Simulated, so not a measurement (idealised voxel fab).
You're looking at the process module voxel gate over fins.
Section shown: cut. Width: 230 nm. Cell size: 5 nm, square.
Cross-sections here: square-cell grids, written as top-down lists of bands, a band being one or more rows of cells.
Band entry format. Leading values: height of top, height of bottom, nm. Remainder: materials in left-to-right order, each with its width in nm. Special words: "all across" on a single material, which then fills the band edge to edge; "blank", empty space.
It should be noted that heights are counted from 0, beneath which the wafer as supplied is of one material throughout, and that the lowest band possesses no lower boundary but continues downward, as written in "0 down".
It should be noted that a width expressed as "30..40" varies in equal increments from row to row of cells within the band, taking the value of the first number at the top row and that of the second number at the bottom row.
"remained the same" after a step means that no cell of the cross-section changed.
The entry titled "Sealed internal cavities" provides the empty spaces that have no open way to the top, restricted to those of 8 cells or more. Each is presented as width x height at distance, the distance being measured from the left edge, with all three in nm.
Whatever follows a step's settings on its line is a remark the simulator itself makes about that step.
On any step carrying a mask, the "overlay nm" setting, if present on the step's line, tells how far right of its planned place the mask lay; negative values point to the left.
Plan:
| 1 | RECEIVE | material Si |
| 2 | CONFORMAL_DEP | material SiN | thk nm 10 |
| 3 | PATTERN | tone cover | mask id FINS | material resist | width nm 15 | pitch nm 50 | thk nm 15 | overlay nm 0 |
| 4 | DIRECTIONAL_ETCH | etch materials SiN | depth nm 10 |
| 5 | DIRECTIONAL_ETCH | etch materials Si | depth nm 35 |
| 6 | STRIP | etch materials resist |
| 7 | OXIDIZE | depth nm 5 |
| 8 | FILL_DEP | material SiO2 | thk nm 5 |
| 9 | CMP | height nm 5 |
| 10 | DIRECTIONAL_DEP | material aC | thk nm 10 |
| 11 | PATTERN | tone open | mask id RAIL | material resist | width nm 15 | thk nm 30 | overlay nm 0 |
| 12 | DIRECTIONAL_ETCH | etch materials aC | depth nm 10 |
| 13 | STRIP | etch materials resist |
| 14 | DIRECTIONAL_ETCH | etch materials SiO2 | depth nm 40 |
| 15 | STRIP | etch materials aC |
| 16 | CONFORMAL_DEP | material TiN | thk nm 5 |
| 17 | FILL_DEP | material W | thk nm 10 |
| 18 | CMP | height nm 10 |
| 19 | SELECTIVE_ETCH | etch materials W Ru TiN | depth nm 25 |
| 20 | FILL_DEP | material SiO2 | thk nm 5 |
| 21 | CMP | height nm 10 |
| 22 | SELECTIVE_ETCH | etch materials SiO2 | depth nm 20 |
| 23 | STRIP | etch materials SiN |
| 24 | CONFORMAL_DEP | material HfO2 | thk nm 5 |
| 25 | CONFORMAL_DEP | material TiN | thk nm 5 |
| 26 | CONFORMAL_DEP | material TiAl | thk nm 5 |
| 27 | CONFORMAL_DEP | material TiN | thk nm 5 |
| 28 | FILL_DEP | material W | thk nm 15 |
| 29 | CMP | height nm 30 |
| 30 | CONFORMAL_DEP | material SiCN | thk nm 5 |
The plan's step 9 height nm is the first wafer's value; the wafers differ in this setting and start identical.
First wafer as received, after step 1:
  0 down = Si all across
  Sealed internal cavities: none
Note: the following table is arranged by wafer, a row apiece. Each row reports the end-of-module state: per material, cells gained (+) or cells lost (-) compared with the wafer as received; closed voids follow:
height nm 5 | +58 HfO2 | -344 Si | +46 SiCN | +246 SiO2 | +58 TiAl | +125 TiN | +133 W | Sealed internal cavities: none
height nm 10 | +58 HfO2 | -344 Si | +46 SiCN | +249 SiO2 | +58 TiAl | +123 TiN | +132 W | Sealed internal cavities: none
height nm 15 | +58 HfO2 | -344 Si | +46 SiCN | +252 SiO2 | +58 TiAl | +121 TiN | +131 W | Sealed internal cavities: none
